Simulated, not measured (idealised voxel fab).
Process module under the name voxel ribs on slabs
Pictured: cross-section cut, 225 nm wide, on a grid of 5 nm square cells.
Think of the cross-section as a grid of square cells. We describe it in bands, top to bottom, and each band covers one or more rows of those cells. Heads up on the band format: heights come first, top then bottom, in nm. After that it's the materials left to right, each with its width in nm. A single material flagged "throughout" fills the whole band edge to edge, and "air" means there's empty space there. Where do heights start? At 0: under that level the wafer as delivered is made of one material only. And the lowest band has no floor; it just carries on downward, as in "0..down". With a width like "30..40", each row of cells in the band differs from the next by the same amount, the top row carrying the first number and the bottom row the second. Step note "no modifications" = no cross-section cell changed. "Fully sealed voids" contains a list of empty spaces, each no smaller than 8 cells and without an open way to the top, written in the form width x height at distance with the distance from the left edge and all three in nm. It should be noted that, on the line of a given step, the content following the step's settings is a remark produced by the simulator itself with respect to that step. overlay nm: mask right of planned place by this much (step with mask). Neg. = left.

STEPS IN THE PROCESS PLAN
1) RECEIVE: material Si
2) DIRECTIONAL_DEP: material SiO2, thk nm 20
3) DIRECTIONAL_DEP: material SiN, thk nm 15
4) PATTERN: tone cover, mask id RIB, material resist, width nm 15, thk nm 20, overlay nm 0
5) DIRECTIONAL_ETCH: etch materials SiN, depth nm 10
6) STRIP: etch materials resist
7) PATTERN: tone cover, mask id SLAB, material resist, width nm 65, thk nm 20, overlay nm 0
8) DIRECTIONAL_ETCH: etch materials SiN, depth nm 5
9) STRIP: etch materials resist
10) FILL_DEP: material SiO2, thk nm 20
11) CMP: height nm 50
12) DIRECTIONAL_DEP: material TiN, thk nm 10
13) PATTERN: tone cover, mask id HEATER, material resist, width nm 25, thk nm 15, overlay nm 0
14) DIRECTIONAL_ETCH: etch materials TiN, depth nm 10
15) STRIP: etch materials resist
16) CONFORMAL_DEP: material SiN, thk nm 10

CROSS-SECTIONAL VIEW OF THE WAFER IN ITS AS-RECEIVED CONDITION, CORRESPONDING TO THE STATE AFTER STEP 1
  0..down = Si throughout
  Fully sealed voids: none

CROSS-SECTIONAL IMAGE OF THE FIRST OF TWO WAFERS AT THE END OF THE MODULE, THE RUN HAVING PROCEEDED AS PLANNED
  70..60 = air (90); SiN (45); air (90)
  60..50 = SiN (100); TiN (25); SiN (100)
  50..35 = SiO2 throughout
  35..25 = SiO2 (105); SiN (15); SiO2 (105)
  25..20 = SiO2 (80); SiN (65); SiO2 (80)
  20..0 = SiO2 throughout
  0..down = Si throughout
  Fully sealed voids: none

END OF MODULE, SECOND WAFER, CROSS-SECTION. STARTED LIKE THE FIRST, PLANNED LIKE THE FIRST, RUN WITH ONE MISTAKE
  70..60 = SiN throughout
  60..35 = SiO2 throughout
  35..25 = SiO2 (105); SiN (15); SiO2 (105)
  25..20 = SiO2 (80); SiN (65); SiO2 (80)
  20..0 = SiO2 throughout
  0..down = Si throughout
  Fully sealed voids: none
Here's what went sideways: step 12 ran differently from the plan; actual operation with settings: DIRECTIONAL_DEP: material SiO2, thk nm 10
End check, counted in cells, second wafer has more or fewer of these materials than the first: -8 SiN; +90 SiO2; -10 TiN
